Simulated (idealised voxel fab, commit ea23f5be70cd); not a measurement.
process module | voxel self aligned contacts
cross-section cut | 175 nm wide | cells 5 nm
A cross-section is a grid of square cells, given in bands from the top down. A band is one or more rows of cells.
Each band's line starts with the height of the band's top and of its bottom, in nm. Then come its materials from left to right, each with its width in nm. One material with "throughout" fills the band from edge to edge. "air" is empty space.
Height 0 is the level under which the wafer as received is all one material. The lowest band goes on downwards, as in "0 down".
A width such as "30 to 40" changes by the same amount from each row of cells to the next, from the band's top row to its bottom row.
"no change" after a step means that no cell of the cross-section changed.
closed voids: empty space of 8 cells or more with no open way to the top, each as width x height at its distance from the left edge, in nm
after a step's settings: what the simulator itself notes on the step
overlay nm, on a step with a mask: how far to the right of its planned place the mask lay; to the left if negative
plan
1 op RECEIVE | material Si
2 op CONFORMAL_DEP | material SiO2 | thk nm 5
3 op DIRECTIONAL_DEP | material polySi | thk nm 25
4 op DIRECTIONAL_DEP | material SiN | thk nm 15
5 op DIRECTIONAL_DEP | material aC | thk nm 10
6 op PATTERN | tone cover | mask id GATE | material resist | width nm 30 | pitch nm 55 | thk nm 30 | overlay nm 0
7 op DIRECTIONAL_ETCH | etch materials aC | depth nm 10
8 op STRIP | etch materials resist
9 op DIRECTIONAL_ETCH | etch materials SiN | depth nm 15
10 op DIRECTIONAL_ETCH | etch materials polySi | depth nm 25
11 op STRIP | etch materials aC
12 op CONFORMAL_DEP | material SiN | thk nm 5
13 op DIRECTIONAL_ETCH | etch materials SiN | depth nm 5
14 op FILL_DEP | material SiO2 | thk nm 20
15 op CMP | height nm 55
16 op MASKED_ETCH | tone open | mask id CONTACT | width nm 35 | etch materials SiO2 | depth nm 55 | overlay nm 0
17 op CONFORMAL_DEP | material TiN | thk nm 5
18 op FILL_DEP | material Ru | thk nm 5
19 op CMP | height nm 55
20 op CONFORMAL_DEP | material SiCN | thk nm 5
as received, after step 1
  0 down: Si throughout
  closed voids: none
first wafer at the end, as planned
  60 to 55: SiCN throughout
  55 to 45: SiO2 70 | TiN 5 to 15 | Ru 25 to 5 | TiN 5 to 15 | SiO2 70
  45 to 30: SiO2 40 | SiN 40 | TiN 5 | Ru 5 | TiN 5 | SiN 40 | SiO2 40
  30 to 5: SiO2 40 | SiN 5 | polySi 30 | SiN 5 | TiN 5 | Ru 5 | TiN 5 | SiN 5 | polySi 30 | SiN 5 | SiO2 40
  5 to 0: SiO2 80 | TiN 15 | SiO2 80
  0 down: Si throughout
  closed voids: none
second wafer at the end: like start, like plan, one mistake
  60 to 55: SiCN throughout
  55 to 45: SiO2 70 | TiN 5 | Ru 25 | TiN 5 | SiO2 70
  45 to 40: SiO2 70 | TiN 10 | Ru 15 | TiN 10 | SiO2 70
  40 to 30: SiO2 45 | SiN 30 | TiN 5 | Ru 15 | TiN 5 | SiN 30 | SiO2 45
  30 to 5: SiO2 45 | polySi 30 | TiN 5 | Ru 15 | TiN 5 | polySi 30 | SiO2 45
  5 to 0: SiO2 75 | TiN 25 | SiO2 75
  0 down: Si throughout
  closed voids: none
what went wrong: step 12 was left out
at the end the second wafer has, in cells: 20 more of Ru | 44 fewer of SiN | 24 more of SiO2
